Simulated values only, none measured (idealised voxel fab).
process module | voxel self aligned contacts
cross-section cut | 215 nm wide | cells 5 nm
A cross-section is a grid of square cells, given in bands from the top down. A band is one or more rows of cells.
Each band's line starts with the height of the band's top and of its bottom, in nm. Then come its materials from left to right, each with its width in nm. One material with "throughout" fills the band from edge to edge. "air" is empty space.
Height 0 is the level under which the wafer as received is all one material. The lowest band goes on downwards, as in "0 down".
A width such as "30 to 40" changes by the same amount from each row of cells to the next, from the band's top row to its bottom row.
"no change" after a step means that no cell of the cross-section changed.
closed voids: empty space of 8 cells or more with no open way to the top, each as width x height at its distance from the left edge, in nm
after a step's settings: what the simulator itself notes on the step
overlay nm, on a step with a mask: how far to the right of its planned place the mask lay; to the left if negative
plan
1 op RECEIVE | material Si
2 op CONFORMAL_DEP | material SiO2 | thk nm 5
3 op DIRECTIONAL_DEP | material polySi | thk nm 20
4 op DIRECTIONAL_DEP | material SiN | thk nm 25
5 op PATTERN | tone cover | mask id GATE | material resist | width nm 35 | pitch nm 75 | thk nm 15 | overlay nm 0
6 op DIRECTIONAL_ETCH | etch materials SiN | depth nm 25
7 op DIRECTIONAL_ETCH | etch materials polySi | depth nm 20
8 op STRIP | etch materials resist
9 op CONFORMAL_DEP | material SiN | thk nm 10
10 op DIRECTIONAL_ETCH | etch materials SiN | depth nm 10
11 op FILL_DEP | material SiO2 | thk nm 20
12 op CMP | height nm 60
13 op DIRECTIONAL_DEP | material aC | thk nm 10
14 op PATTERN | tone open | mask id CONTACT | material resist | width nm 50 | pitch nm 75 | thk nm 25 | overlay nm -15
15 op DIRECTIONAL_ETCH | etch materials aC | depth nm 10
16 op STRIP | etch materials resist
17 op DIRECTIONAL_ETCH | etch materials SiO2 | depth nm 60
18 op STRIP | etch materials aC
19 op CONFORMAL_DEP | material TiN | thk nm 5
20 op FILL_DEP | material Ru | thk nm 10
21 op CMP | height nm 60
22 op CONFORMAL_DEP | material SiCN | thk nm 5
varied across the wafers: overlay nm of step 14. The plan shows the first wafer's value. All wafers start alike
first wafer as received, after step 1
  0 down: Si throughout
  closed voids: none
each wafer at the end: cells of each material gained (+) or lost (-) since it was received, then its closed voids
overlay nm -15 | +56 Ru | +43 SiCN | +213 SiN | +99 SiO2 | +64 TiN | +84 polySi | closed voids: none
overlay nm -10 | +56 Ru | +43 SiCN | +213 SiN | +99 SiO2 | +64 TiN | +84 polySi | closed voids: none
overlay nm -5 | +56 Ru | +43 SiCN | +213 SiN | +99 SiO2 | +64 TiN | +84 polySi | closed voids: none
overlay nm 0 | +56 Ru | +43 SiCN | +213 SiN | +99 SiO2 | +64 TiN | +84 polySi | closed voids: none
overlay nm 5 | +56 Ru | +43 SiCN | +213 SiN | +99 SiO2 | +64 TiN | +84 polySi | closed voids: none
overlay nm 10 | +56 Ru | +43 SiCN | +213 SiN | +99 SiO2 | +64 TiN | +84 polySi | closed voids: none
overlay nm 15 | +56 Ru | +43 SiCN | +213 SiN | +99 SiO2 | +64 TiN | +84 polySi | closed voids: none
